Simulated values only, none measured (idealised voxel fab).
This is a process module. Its name is voxel double patterning.
Section shown: cut. Width: 200 nm. Cell size: 5 nm, square.
Each cross-section below is a grid of square cells, stated as bands in top-down order, with one or more rows of cells making up each band. Each band's line starts with the height of the band's top and of its bottom, in nm. Then come its materials from left to right, each with its width in nm. One material with "everywhere" fills the band from edge to edge. "air" is empty space. Where do heights start? At 0: under that level the wafer as delivered is made of one material only. And the lowest band has no floor; it just carries on downward, as in "0 and below". A width such as "30 to 40" changes by the same amount from each row of cells to the next, from the band's top row to its bottom row. What does "no change" mean for a step? It means no cell of the cross-section changed in that step. Listed in "Voids, sealed": every empty space of 8 or more cells without an open way to the top. Form: width x height at distance, the distance being from the left edge, all in nm. Where a step's line continues beyond its settings, the continuation is a remark by the simulator itself on that step. For masked steps, "overlay nm" on the step line gives how far right of plan the mask actually lay; a minus sign means it lay to the left.

HERE'S WHAT THE PLANNED PROCESS STEPS LOOK LIKE
1 RECEIVE [material Si]
2 CONFORMAL_DEP [material SiN] [thk nm 5]
3 DIRECTIONAL_DEP [material SiO2] [thk nm 20]
4 DIRECTIONAL_DEP [material SiCN] [thk nm 10]
5 DIRECTIONAL_DEP [material aC] [thk nm 10]
6 PATTERN [tone open] [mask id FIRST] [material resist] [width nm 15] [pitch nm 50] [thk nm 30] [overlay nm 0]
7 DIRECTIONAL_ETCH [etch materials aC] [depth nm 10]
8 STRIP [etch materials resist]
9 DIRECTIONAL_ETCH [etch materials SiCN] [depth nm 10]
10 STRIP [etch materials aC]
11 MASKED_ETCH [tone open] [mask id SECOND] [width nm 15] [etch materials SiCN] [depth nm 10] [overlay nm 0]
12 DIRECTIONAL_ETCH [etch materials SiO2] [depth nm 20]
13 STRIP [etch materials SiCN]

FIRST WAFER, AS PLANNED

CROSS-SECTION OF THE WAFER UPON ARRIVAL, REPRESENTING THE STATE REACHED AFTER STEP 1
	0 and below | Si everywhere
	Voids, sealed: none

WAFER SECTION VIEW AFTER PROCESSING STEP 2
	5 down to 0 | SiN everywhere
	Anything lower than 0 is untouched.

WAFER SECTION VIEW AFTER PROCESSING STEP 3
	25 down to 5 | SiO2 everywhere
	Anything lower than 5 is untouched.

WAFER SECTION VIEW AFTER PROCESSING STEP 4
	35 down to 25 | SiCN everywhere
	Anything lower than 25 is untouched.

WAFER SECTION VIEW AFTER PROCESSING STEP 5
	45 down to 35 | aC everywhere
	Anything lower than 35 is untouched.

WAFER SECTION VIEW AFTER PROCESSING STEP 6
	75 down to 45 | resist (65), air (15), resist (35), air (15), resist (70)
	Anything lower than 45 is untouched.

WAFER SECTION VIEW AFTER PROCESSING STEP 7
	65 down to 45 | resist (65), air (15), resist (35), air (15), resist (70)
	45 down to 35 | aC (65), air (15), aC (35), air (15), aC (70)
	Anything lower than 35 is untouched.

WAFER SECTION VIEW AFTER PROCESSING STEP 8
	45 down to 35 | aC (65), air (15), aC (35), air (15), aC (70)
	Anything lower than 35 is untouched.

WAFER SECTION VIEW AFTER PROCESSING STEP 9
	45 down to 35 | aC (65), air (15), aC (35), air (15), aC (70)
	35 down to 25 | SiCN (65), air (15), SiCN (35), air (15), SiCN (70)
	Anything lower than 25 is untouched.

WAFER SECTION VIEW AFTER PROCESSING STEP 10
	35 down to 25 | SiCN (65), air (15), SiCN (35), air (15), SiCN (70)
	Anything lower than 25 is untouched.

WAFER SECTION VIEW AFTER PROCESSING STEP 11
	35 down to 25 | SiCN (65), air (15), SiCN (10), air (15), SiCN (10), air (15), SiCN (70)
	Anything lower than 25 is untouched.

WAFER SECTION VIEW AFTER PROCESSING STEP 12
	35 down to 25 | SiCN (65), air (15), SiCN (10), air (15), SiCN (10), air (15), SiCN (70)
	25 down to 5 | SiO2 (65), air (15), SiO2 (10), air (15), SiO2 (10), air (15), SiO2 (70)
	Anything lower than 5 is untouched.

WAFER SECTION VIEW AFTER PROCESSING STEP 13
	25 down to 5 | SiO2 (65), air (15), SiO2 (10), air (15), SiO2 (10), air (15), SiO2 (70)
	Anything lower than 5 is untouched.

WHAT FOLLOWS CONCERNS THE SECOND WAFER, WHICH STARTED OUT LIKE THE FIRST AND WAS MEANT TO FOLLOW THE VERY SAME PLAN; ONE MISTAKE CREPT IN WHEN IT WAS RUN, BUT EVERYTHING UP TO AND INCLUDING STEP 5 IS THE SAME AS FOR THE FIRST WAFER

SECOND WAFER, SECTION VIEW, TIME POINT: SCHEDULED END OF STEP 6
	75 down to 45 | air (65), resist (15), air (35), resist (15), air (70)
	Anything lower than 45 is untouched.

SECOND WAFER, SECTION VIEW, TIME POINT: SCHEDULED END OF STEP 7
	65 down to 45 | air (65), resist (15), air (35), resist (15), air (70)
	45 down to 35 | air (65), aC (15), air (35), aC (15), air (70)
	Anything lower than 35 is untouched.

SECOND WAFER, SECTION VIEW, TIME POINT: SCHEDULED END OF STEP 8
	45 down to 35 | air (65), aC (15), air (35), aC (15), air (70)
	Anything lower than 35 is untouched.

SECOND WAFER, SECTION VIEW, TIME POINT: SCHEDULED END OF STEP 9
	45 down to 35 | air (65), aC (15), air (35), aC (15), air (70)
	35 down to 25 | air (65), SiCN (15), air (35), SiCN (15), air (70)
	Anything lower than 25 is untouched.

SECOND WAFER, SECTION VIEW, TIME POINT: SCHEDULED END OF STEP 10
	35 down to 25 | air (65), SiCN (15), air (35), SiCN (15), air (70)
	Anything lower than 25 is untouched.

Second wafer, section view, time point: scheduled end of step 11: no change

SECOND WAFER, SECTION VIEW, TIME POINT: SCHEDULED END OF STEP 12
	35 down to 25 | air (65), SiCN (15), air (35), SiCN (15), air (70)
	25 down to 5 | air (65), SiO2 (15), air (35), SiO2 (15), air (70)
	Anything lower than 5 is untouched.

SECOND WAFER, SECTION VIEW, TIME POINT: SCHEDULED END OF STEP 13
	25 down to 5 | air (65), SiO2 (15), air (35), SiO2 (15), air (70)
	Anything lower than 5 is untouched.
what went wrong: step 6 went in with a setting other than planned; the actual run was PATTERN [tone cover] [mask id FIRST] [material resist] [width nm 15] [pitch nm 50] [thk nm 30] [overlay nm 0]
FYI, end of process, the second wafer has more or fewer cells of some materials than the first: 100 fewer of SiO2
